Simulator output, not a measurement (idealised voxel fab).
Process module heading - voxel fin reveal
Cross-section cut spans 150 nm and uses square cells 5 nm in size.
In what follows, cross-sections appear as grids of square cells, described through bands that run from the top down, where every band is one or more rows of cells.
It is stipulated that each band's entry specify, in nanometres, the height of the top of the band and then that of its bottom, followed by the materials of the band in left-to-right sequence, each together with its width in nanometres. A single material marked by the word "all across" is understood to fill the band from edge to edge; the word "air" is understood to denote empty space.
Convention: height 0 is the level below which the wafer, as received, is all one material. The lowest band does not terminate at the bottom but continues downward, represented as "top 0, no bottom".
A width given as "30 to 40" starts at the first number in the band's top row and ends at the second number in its bottom row, shifting by an equal amount at every step from row to row.
No cell of the cross-section changed in a step that is given as "everything unchanged".
"Cavities, sealed" means: voids of 8 cells or more that are shut off from the top with no open way through. Written width x height at distance, distance from the left edge, in nm.
What comes after the settings on a step's line is commentary from the simulator itself on that step.
overlay nm: where the mask lay relative to plan, measured to the right, on steps with a mask; negatives go left.

# Set out below are the planned steps of the process
1) RECEIVE: material Si
2) CONFORMAL_DEP: material SiN, thk nm 10
3) DIRECTIONAL_DEP: material aC, thk nm 10
4) PATTERN: tone cover, mask id FINS, material resist, width nm 15, pitch nm 40, thk nm 25, overlay nm 0
5) DIRECTIONAL_ETCH: etch materials aC, depth nm 10
6) STRIP: etch materials resist
7) DIRECTIONAL_ETCH: etch materials SiN, depth nm 10
8) DIRECTIONAL_ETCH: etch materials Si, depth nm 40
9) STRIP: etch materials aC
10) FILL_DEP: material SiO2, thk nm 5
11) CMP: height nm 10
12) SELECTIVE_ETCH: etch materials SiO2, depth nm 25
13) STRIP: etch materials SiN

# First out of two wafers; run went to plan

# Cross-section of the wafer as it came to us, i.e., already through step 1
top 0, no bottom | Si all across
Cavities, sealed: none

# The wafer, seen in cross-section, after step 2
top 10, bottom 0 | SiN all across
Beneath the level 0, the cross-section is identical to its previous state.

# The wafer, seen in cross-section, after step 3
top 20, bottom 10 | aC all across
Beneath the level 10, the cross-section is identical to its previous state.

# The wafer, seen in cross-section, after step 4
top 45, bottom 20 | 45 of air, then 15 of resist, then 25 of air, then 15 of resist, then 50 of air
Beneath the level 20, the cross-section is identical to its previous state.

# The wafer, seen in cross-section, after step 5
top 35, bottom 20 | 45 of air, then 15 of resist, then 25 of air, then 15 of resist, then 50 of air
top 20, bottom 10 | 45 of air, then 15 of aC, then 25 of air, then 15 of aC, then 50 of air
Beneath the level 10, the cross-section is identical to its previous state.

# The wafer, seen in cross-section, after step 6
top 20, bottom 10 | 45 of air, then 15 of aC, then 25 of air, then 15 of aC, then 50 of air
Beneath the level 10, the cross-section is identical to its previous state.

# The wafer, seen in cross-section, after step 7
top 20, bottom 10 | 45 of air, then 15 of aC, then 25 of air, then 15 of aC, then 50 of air
top 10, bottom 0 | 45 of air, then 15 of SiN, then 25 of air, then 15 of SiN, then 50 of air
Beneath the level 0, the cross-section is identical to its previous state.

# The wafer, seen in cross-section, after step 8
top 20, bottom 10 | 45 of air, then 15 of aC, then 25 of air, then 15 of aC, then 50 of air
top 10, bottom 0 | 45 of air, then 15 of SiN, then 25 of air, then 15 of SiN, then 50 of air
top 0, bottom -40 | 45 of air, then 15 of Si, then 25 of air, then 15 of Si, then 50 of air
Beneath the level -40, the cross-section is identical to its previous state.

# The wafer, seen in cross-section, after step 9
top 10, bottom 0 | 45 of air, then 15 of SiN, then 25 of air, then 15 of SiN, then 50 of air
Beneath the level 0, the cross-section is identical to its previous state.

# The wafer, seen in cross-section, after step 10
top 15, bottom 10 | SiO2 all across
top 10, bottom 0 | 45 of SiO2, then 15 of SiN, then 25 of SiO2, then 15 of SiN, then 50 of SiO2
top 0, bottom -40 | 45 of SiO2, then 15 of Si, then 25 of SiO2, then 15 of Si, then 50 of SiO2
Beneath the level -40, the cross-section is identical to its previous state.

# The wafer, seen in cross-section, after step 11
top 10, bottom 0 | 45 of SiO2, then 15 of SiN, then 25 of SiO2, then 15 of SiN, then 50 of SiO2
Beneath the level 0, the cross-section is identical to its previous state.

# The wafer, seen in cross-section, after step 12
top 10, bottom 0 | 45 of air, then 15 of SiN, then 25 of air, then 15 of SiN, then 50 of air
top 0, bottom -15 | 45 of air, then 15 of Si, then 25 of air, then 15 of Si, then 50 of air
Beneath the level -15, the cross-section is identical to its previous state.

# The wafer, seen in cross-section, after step 13
top 0, bottom -15 | 45 of air, then 15 of Si, then 25 of air, then 15 of Si, then 50 of air
Beneath the level -15, the cross-section is identical to its previous state.

# Second wafer, same starting conditions and recipe as the first, one mistake in executing it, nothing differs from the first up to and including step 7

# What the second wafer looks like in cross-section when step 8 should have wrapped up
top 20, bottom 10 | 45 of air, then 15 of aC, then 25 of air, then 15 of aC, then 50 of air
top 10, bottom 0 | 45 of air, then 15 of SiN, then 25 of air, then 15 of SiN, then 50 of air
top 0, bottom -50 | 45 of air, then 15 of Si, then 25 of air, then 15 of Si, then 50 of air
Beneath the level -50, the cross-section is identical to its previous state.

# What the second wafer looks like in cross-section when step 9 should have wrapped up
top 10, bottom 0 | 45 of air, then 15 of SiN, then 25 of air, then 15 of SiN, then 50 of air
Beneath the level 0, the cross-section is identical to its previous state.

# What the second wafer looks like in cross-section when step 10 should have wrapped up
top 15, bottom 10 | SiO2 all across
top 10, bottom 0 | 45 of SiO2, then 15 of SiN, then 25 of SiO2, then 15 of SiN, then 50 of SiO2
top 0, bottom -50 | 45 of SiO2, then 15 of Si, then 25 of SiO2, then 15 of Si, then 50 of SiO2
Beneath the level -50, the cross-section is identical to its previous state.

# What the second wafer looks like in cross-section when step 11 should have wrapped up
top 10, bottom 0 | 45 of SiO2, then 15 of SiN, then 25 of SiO2, then 15 of SiN, then 50 of SiO2
Beneath the level 0, the cross-section is identical to its previous state.

# What the second wafer looks like in cross-section when step 12 should have wrapped up
top 10, bottom 0 | 45 of air, then 15 of SiN, then 25 of air, then 15 of SiN, then 50 of air
top 0, bottom -15 | 45 of air, then 15 of Si, then 25 of air, then 15 of Si, then 50 of air
Beneath the level -15, the cross-section is identical to its previous state.

# What the second wafer looks like in cross-section when step 13 should have wrapped up
top 0, bottom -15 | 45 of air, then 15 of Si, then 25 of air, then 15 of Si, then 50 of air
Beneath the level -15, the cross-section is identical to its previous state.
What was the processing mistake? step 8 ran as: DIRECTIONAL_ETCH: etch materials Si, depth nm 50
Materials where the second wafer ends with more or fewer cells than the first: Si -48 | SiO2 +48
